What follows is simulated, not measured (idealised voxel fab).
Proc. module: voxel capacitor over wiring
In the cross-section labelled cut, the width is 270 nm and each square cell is 5 nm.
Cross-section spec: square-cell grid; bands listed top down; each band is one or more rows.
For a band, the entry starts with two heights in nm, that of the top and then that of the bottom, and carries on with the band's materials in order from left to right, each alongside its width in nm; the word "throughout" beside a single material means it fills the band edge to edge, and "air" means empty space.
Ref level 0: as-received wafer is one material below here. Bottom band extends down with no lower bound ("0 and below").
Think of "30->40" as a width that walks from the first number to the second as you go down the band, top row to bottom row, taking equal-sized steps from row to row.
No cell of the cross-section changed in a step that is given as "left unchanged".
Empty spaces counting at least 8 cells and having no open way to the top are listed in "Sealed-off cavities". The notation width x height at distance is used for each, the distance being from the left edge and all three values in nm.
Text after the settings on a step's line: the simulator's own remark on that step.
"overlay nm" on a masked step: distance the mask lay right of its planned place, negative for left.

THE FOLLOWING LIST GIVES THE PLANNED PROCESS STEPS
1,RECEIVE, material Si
2,CONFORMAL_DEP, material SiO2, thk nm 15
3,CONFORMAL_DEP, material SiCN, thk nm 5
4,DIRECTIONAL_DEP, material SiO2, thk nm 20
5,PATTERN, tone open, mask id METAL_1, material resist, width nm 30, pitch nm 80, thk nm 20, overlay nm 0
6,DIRECTIONAL_ETCH, etch materials SiO2, depth nm 20
7,DIRECTIONAL_ETCH, etch materials SiCN, depth nm 5
8,STRIP, etch materials resist
9,CONFORMAL_DEP, material TiN, thk nm 5
10,FILL_DEP, material Cu, thk nm 5
11,CMP, height nm 40
12,EPI, material Ru, thk nm 5
13,FILL_DEP, material SiCN, thk nm 5
14,DIRECTIONAL_DEP, material lowk, thk nm 20
15,PATTERN, tone open, mask id PLUG_1, material resist, width nm 15, thk nm 15, overlay nm 0
16,DIRECTIONAL_ETCH, etch materials lowk, depth nm 20
17,DIRECTIONAL_ETCH, etch materials SiCN, depth nm 5
18,STRIP, etch materials resist
19,EPI, material Ru, thk nm 10
20,EPI, material Ru, thk nm 10
21,EPI, material Ru, thk nm 5
22,DIRECTIONAL_DEP, material TiN, thk nm 5
23,DIRECTIONAL_DEP, material Al2O3, thk nm 5
24,DIRECTIONAL_DEP, material TiN, thk nm 10
25,DIRECTIONAL_DEP, material aC, thk nm 15
26,PATTERN, tone cover, mask id UPPER_PLATE, material resist, width nm 55, thk nm 35, overlay nm 0
27,DIRECTIONAL_ETCH, etch materials aC, depth nm 15
28,STRIP, etch materials resist
29,DIRECTIONAL_ETCH, etch materials TiN, depth nm 10
30,DIRECTIONAL_ETCH, etch materials Al2O3, depth nm 5
31,STRIP, etch materials aC
32,MASKED_ETCH, tone cover, mask id LOWER_PLATE, width nm 65, etch materials TiN, depth nm 5, overlay nm 0
33,FILL_DEP, material SiO2, thk nm 20
34,CMP, height nm 105
35,PATTERN, tone open, mask id PLUG_2, material resist, width nm 15, thk nm 15, overlay nm 0
36,DIRECTIONAL_ETCH, etch materials SiO2, depth nm 15
37,STRIP, etch materials resist
38,CONFORMAL_DEP, material TiN, thk nm 5
39,FILL_DEP, material W, thk nm 10
40,CMP, height nm 105
41,CONFORMAL_DEP, material SiN, thk nm 5

SO THIS IS THE INCOMING WAFER IN CROSS-SECTION - IT'S ALREADY BEEN THROUGH STEP 1
0 and below  Si throughout
Sealed-off cavities: none

FIRST OF TWO WAFERS: CROSS-SECTION AT END OF MODULE, RUN PER PLAN
110 down to 105  SiN throughout
105 down to 95  SiO2 105 nm | TiN 5 nm | W 5 nm | TiN 5 nm | SiO2 150 nm
95 down to 90  SiO2 105 nm | TiN 15 nm | SiO2 150 nm
90 down to 80  SiO2 95 nm | TiN 55 nm | SiO2 120 nm
80 down to 75  SiO2 95 nm | Al2O3 55 nm | SiO2 120 nm
75 down to 70  SiO2 90 nm | TiN 65 nm | SiO2 115 nm
70 down to 50  lowk 95 nm | Ru 15 nm | lowk 160 nm
50 down to 45  SiCN 95 nm | Ru 15 nm | SiCN 160 nm
45 down to 40  SiCN 75 nm | Ru 40 nm | SiCN 40 nm | Ru 40 nm | SiCN 75 nm
40 down to 20  SiO2 80 nm | TiN 5 nm | Cu 20 nm | TiN 5 nm | SiO2 50 nm | TiN 5 nm | Cu 20 nm | TiN 5 nm | SiO2 80 nm
20 down to 15  SiCN 80 nm | TiN 30 nm | SiCN 50 nm | TiN 30 nm | SiCN 80 nm
15 down to 0  SiO2 throughout
0 and below  Si throughout
Sealed-off cavities: none

SAME START, SAME PLAN AS THE FIRST WAFER - BUT ONE MISTAKE IN THE RUN. CROSS-SECTION OF THE SECOND OF THE TWO AT THE END OF THE MODULE
110 down to 105  SiN throughout
105 down to 95  SiO2 100 nm | TiN 5 nm | W 15 nm | TiN 5 nm | SiO2 145 nm
95 down to 90  SiO2 100 nm | TiN 25 nm | SiO2 145 nm
90 down to 80  SiO2 95 nm | TiN 55 nm | SiO2 120 nm
80 down to 75  SiO2 95 nm | Al2O3 55 nm | SiO2 120 nm
75 down to 70  SiO2 90 nm | TiN 65 nm | SiO2 115 nm
70 down to 50  lowk 95 nm | Ru 15 nm | lowk 160 nm
50 down to 45  SiCN 95 nm | Ru 15 nm | SiCN 160 nm
45 down to 40  SiCN 75 nm | Ru 40 nm | SiCN 40 nm | Ru 40 nm | SiCN 75 nm
40 down to 20  SiO2 80 nm | TiN 5 nm | Cu 20 nm | TiN 5 nm | SiO2 50 nm | TiN 5 nm | Cu 20 nm | TiN 5 nm | SiO2 80 nm
20 down to 15  SiCN 80 nm | TiN 30 nm | SiCN 50 nm | TiN 30 nm | SiCN 80 nm
15 down to 0  SiO2 throughout
0 and below  Si throughout
Sealed-off cavities: none
Want to know what went wrong? step 35 ran as: PATTERN, tone open, mask id PLUG_2, material resist, width nm 25, thk nm 15, overlay nm 0
Heads up, by the end the second wafer has more or fewer cells of some materials compared to the first: -6 SiO2; +2 TiN; +4 W
